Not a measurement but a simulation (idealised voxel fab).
voxel gate over fins: a process module
FYI the section here is cut, 160 nm wide, cells are 5 nm squares.
Cross-section, as written here: a square-cell grid given band by band from the top down, where a band holds one or more rows of cells. Within each band entry, the heights of the top and of the bottom of the band appear first, in that order and in nm; the materials of the band then follow from left to right, each with its corresponding width in nm. The designation "throughout" on a single material indicates that it fills the band from edge to edge; the designation "blank" indicates empty space. Below 0: as-received wafer, all one material; heights counted from there. Lowest band: no bottom, goes on down, written "z 0 and below". Note: "30->40" means the width goes from the first number (top row of the band) to the second number (bottom row) in equal steps per row of cells. You'll sometimes find "remained unchanged" written for a step, and that's the way of saying that nowhere in the cross-section did a cell change during that step. Closed empty spaces (no open way to the top) of 8 cells or more are what "Trapped void list" lists, each as width x height at distance from the left edge, nm for all three. What comes after the settings on a step's line is commentary from the simulator itself on that step. What "overlay nm" on a step's line means: if the step has a mask, that mask lay this far to the right of its planned place, or, when the value is negative, to the left.

## List of planned process steps
1) RECEIVE: material Si
2) CONFORMAL_DEP: material SiN, thk nm 5
3) MASKED_ETCH: tone cover, mask id FINS, width nm 15, pitch nm 40, etch materials SiN, depth nm 5, overlay nm 0
4) MASKED_ETCH: tone cover, mask id FINS, width nm 15, pitch nm 40, etch materials Si, depth nm 30, overlay nm 0
5) OXIDIZE: depth nm 5
6) FILL_DEP: material SiO2, thk nm 15
7) CMP: height nm 5
8) SELECTIVE_ETCH: etch materials SiO2, depth nm 15
9) STRIP: etch materials SiN
10) CONFORMAL_DEP: material HfO2, thk nm 5
11) CONFORMAL_DEP: material TiN, thk nm 5
12) FILL_DEP: material W, thk nm 10
13) CMP: height nm 15
14) CONFORMAL_DEP: material SiCN, thk nm 10

## Received-state cross-section, reflecting completion of step 1
  z 0 and below  Si throughout
  Trapped void list: none

## End-of-module XS, first of two wafers, run as planned
  z 25 to 15  SiCN throughout
  z 15 to 10  W throughout
  z 10 to 5  45 W; 25 TiN; 15 W; 25 TiN; 50 W
  z 5 to 0  45 W; 5 TiN; 15 HfO2; 5 TiN; 15 W; 5 TiN; 15 HfO2; 5 TiN; 50 W
  z 0 to -5  50 TiN; 5 HfO2; 5 Si; 5 HfO2; 25 TiN; 5 HfO2; 5 Si; 5 HfO2; 55 TiN
  z -5 to -10  55 HfO2; 5 Si; 35 HfO2; 5 Si; 60 HfO2
  z -10 to -35  55 SiO2; 5 Si; 35 SiO2; 5 Si; 60 SiO2
  z -35 and below  Si throughout
  Trapped void list: none

## Cross-section, second wafer: same start as the first, same plan as the first, one mistake in running it; taken at the end of the module
  z 25 to 15  SiCN throughout
  z 15 to 10  W throughout
  z 10 to 5  45 W; 25 TiN; 15 W; 25 TiN; 50 W
  z 5 to 0  40 W; 10 TiN; 15 HfO2; 10 TiN; 5 W; 10 TiN; 15 HfO2; 10 TiN; 45 W
  z 0 to -5  45 TiN; 10 HfO2; 5 Si; 10 HfO2; 15 TiN; 10 HfO2; 5 Si; 10 HfO2; 50 TiN
  z -5 to -10  50 HfO2; 15 Si; 25 HfO2; 15 Si; 55 HfO2
  z -10 to -35  50 SiO2; 15 Si; 25 SiO2; 15 Si; 55 SiO2
  z -35 and below  Si throughout
  Trapped void list: none
What was done differently from what was planned? step 4 was processed under conditions differing from the plan, specifically as MASKED_ETCH: tone cover, mask id FINS, width nm 25, pitch nm 40, etch materials Si, depth nm 30, overlay nm 0
Upon completion, the second wafer contains, in terms of cells, a greater or smaller amount of certain materials than the first wafer: +24 Si | -20 SiO2 | -4 W
